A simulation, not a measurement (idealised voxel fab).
process module | voxel wiring stack
cross-section cut | 260 nm wide | cells 5 nm
A cross-section is a grid of square cells, given in bands from the top down. A band is one or more rows of cells.
Each band's line starts with the height of the band's top and of its bottom, in nm. Then come its materials from left to right, each with its width in nm. One material with "throughout" fills the band from edge to edge. "air" is empty space.
Height 0 is the level under which the wafer as received is all one material. The lowest band goes on downwards, as in "0 down".
A width such as "30 to 40" changes by the same amount from each row of cells to the next, from the band's top row to its bottom row.
"no change" after a step means that no cell of the cross-section changed.
closed voids: empty space of 8 cells or more with no open way to the top, each as width x height at its distance from the left edge, in nm
after a step's settings: what the simulator itself notes on the step
overlay nm, on a step with a mask: how far to the right of its planned place the mask lay; to the left if negative
plan
1 op RECEIVE | material Si
2 op CONFORMAL_DEP | material SiO2 | thk nm 15
3 op CONFORMAL_DEP | material SiCN | thk nm 5
4 op DIRECTIONAL_DEP | material lowk | thk nm 20
5 op MASKED_ETCH | tone open | mask id METAL_1 | width nm 25 | pitch nm 50 | etch materials lowk | depth nm 20 | overlay nm 0
6 op MASKED_ETCH | tone open | mask id METAL_1 | width nm 25 | pitch nm 50 | etch materials SiCN | depth nm 5 | overlay nm 0
7 op CONFORMAL_DEP | material TiN | thk nm 5
8 op FILL_DEP | material Cu | thk nm 10
9 op CMP | height nm 40
10 op CONFORMAL_DEP | material SiCN | thk nm 5
11 op DIRECTIONAL_DEP | material lowk | thk nm 15
12 op MASKED_ETCH | tone open | mask id PLUG_1 | width nm 15 | pitch nm 100 | etch materials lowk | depth nm 15 | overlay nm 0
13 op MASKED_ETCH | tone open | mask id PLUG_1 | width nm 15 | pitch nm 100 | etch materials SiCN | depth nm 5 | overlay nm 0
14 op EPI | material Ru | thk nm 10
15 op EPI | material Ru | thk nm 10
16 op CONFORMAL_DEP | material SiCN | thk nm 5
17 op DIRECTIONAL_DEP | material SiO2 | thk nm 25
18 op DIRECTIONAL_DEP | material aC | thk nm 15
19 op PATTERN | tone open | mask id METAL_2 | material resist | width nm 25 | pitch nm 50 | thk nm 30 | overlay nm 0
20 op DIRECTIONAL_ETCH | etch materials aC | depth nm 15
21 op STRIP | etch materials resist
22 op DIRECTIONAL_ETCH | etch materials SiO2 | depth nm 25
23 op DIRECTIONAL_ETCH | etch materials SiCN | depth nm 5
24 op STRIP | etch materials aC
25 op CONFORMAL_DEP | material TiN | thk nm 5
26 op FILL_DEP | material Cu | thk nm 5
27 op CMP | height nm 90
28 op CONFORMAL_DEP | material SiCN | thk nm 5
29 op DIRECTIONAL_DEP | material SiO2 | thk nm 15
30 op DIRECTIONAL_DEP | material aC | thk nm 15
31 op PATTERN | tone open | mask id PLUG_2 | material resist | width nm 15 | pitch nm 50 | thk nm 30 | overlay nm 0
32 op DIRECTIONAL_ETCH | etch materials aC | depth nm 15
33 op STRIP | etch materials resist
34 op DIRECTIONAL_ETCH | etch materials SiO2 | depth nm 15
35 op DIRECTIONAL_ETCH | etch materials SiCN | depth nm 5
36 op STRIP | etch materials aC
37 op CONFORMAL_DEP | material TiN | thk nm 5
38 op FILL_DEP | material Cu | thk nm 10
39 op CMP | height nm 110
40 op DIRECTIONAL_DEP | material TiN | thk nm 5
41 op DIRECTIONAL_DEP | material Ru | thk nm 20
42 op PATTERN | tone cover | mask id METAL_3 | material resist | width nm 25 | pitch nm 50 | thk nm 15 | overlay nm 0
43 op DIRECTIONAL_ETCH | etch materials Ru | depth nm 20
44 op DIRECTIONAL_ETCH | etch materials TiN | depth nm 5
45 op STRIP | etch materials resist
46 op FILL_DEP | material lowk | thk nm 5
47 op CMP | height nm 135
48 op CONFORMAL_DEP | material SiCN | thk nm 5
49 op DIRECTIONAL_DEP | material lowk | thk nm 20
50 op MASKED_ETCH | tone open | mask id PLUG_3 | width nm 15 | pitch nm 50 | etch materials lowk | depth nm 20 | overlay nm 0
51 op MASKED_ETCH | tone open | mask id PLUG_3 | width nm 15 | pitch nm 50 | etch materials SiCN | depth nm 5 | overlay nm 0
52 op EPI | material Ru | thk nm 10
53 op EPI | material Ru | thk nm 10
54 op EPI | material Ru | thk nm 5
55 op CONFORMAL_DEP | material SiCN | thk nm 5
56 op DIRECTIONAL_DEP | material lowk | thk nm 15
57 op PATTERN | tone open | mask id METAL_4 | material resist | width nm 25 | pitch nm 50 | thk nm 15 | overlay nm 0
58 op DIRECTIONAL_ETCH | etch materials lowk | depth nm 15
59 op DIRECTIONAL_ETCH | etch materials SiCN | depth nm 5
60 op STRIP | etch materials resist
61 op CONFORMAL_DEP | material TiN | thk nm 5
62 op FILL_DEP | material Ru | thk nm 5
63 op CMP | height nm 180
64 op CONFORMAL_DEP | material SiCN | thk nm 5
as received, after step 1
  0 down: Si throughout
  closed voids: none
a wafer at the end: this start, this plan, one mistake
  185 to 180: SiCN throughout
  180 to 165: lowk 40 | TiN 5 | Ru 15 | TiN 5 | lowk 25 | TiN 5 | Ru 15 | TiN 5 | lowk 25 | TiN 5 | Ru 15 | TiN 5 | lowk 25 | TiN 5 | Ru 15 | TiN 5 | lowk 45
  165 to 160: SiCN 40 | TiN 25 | SiCN 25 | TiN 25 | SiCN 25 | TiN 25 | SiCN 25 | TiN 25 | SiCN 45
  160 to 140: lowk 40 | Ru 15 | lowk 35 | Ru 15 | lowk 35 | Ru 15 | lowk 35 | Ru 15 | lowk 55
  140 to 135: SiCN 40 | Ru 15 | SiCN 35 | Ru 15 | SiCN 35 | Ru 15 | SiCN 35 | Ru 15 | SiCN 55
  135 to 115: lowk 40 | Ru 25 | lowk 25 | Ru 25 | lowk 25 | Ru 25 | lowk 25 | Ru 25 | lowk 45
  115 to 110: lowk 40 | TiN 25 | lowk 25 | TiN 25 | lowk 25 | TiN 25 | lowk 25 | TiN 25 | lowk 45
  110 to 95: SiO2 40 | TiN 5 | Cu 5 | TiN 5 | SiO2 35 | TiN 5 | Cu 5 | TiN 5 | SiO2 35 | TiN 5 | Cu 5 | TiN 5 | SiO2 35 | TiN 5 | Cu 5 | TiN 5 | SiO2 55
  95 to 90: SiCN 40 | TiN 15 | SiCN 35 | TiN 15 | SiCN 35 | TiN 15 | SiCN 35 | TiN 15 | SiCN 55
  90 to 65: SiO2 45 | Cu 15 | SiO2 35 | Cu 15 | SiO2 35 | Cu 15 | SiO2 35 | Cu 15 | SiO2 50
  65 to 60: SiCN 40 | SiO2 25 | SiCN 25 | SiO2 25 | SiCN 25 | SiO2 25 | SiCN 25 | SiO2 25 | SiCN 45
  60 to 45: lowk 40 | Ru 15 | lowk 85 | Ru 15 | lowk 105
  45 to 40: SiCN 40 | Ru 15 | SiCN 85 | Ru 15 | SiCN 105
  40 to 20: lowk 40 | TiN 5 | Cu 15 | TiN 5 | lowk 25 | TiN 5 | Cu 15 | TiN 5 | lowk 25 | TiN 5 | Cu 15 | TiN 5 | lowk 25 | TiN 5 | Cu 15 | TiN 5 | lowk 45
  20 to 15: SiCN 40 | TiN 25 | SiCN 25 | TiN 25 | SiCN 25 | TiN 25 | SiCN 25 | TiN 25 | SiCN 45
  15 to 0: SiO2 throughout
  0 down: Si throughout
  closed voids: none
what went wrong: step 25 ran as: op CONFORMAL_DEP | material SiO2 | thk nm 5
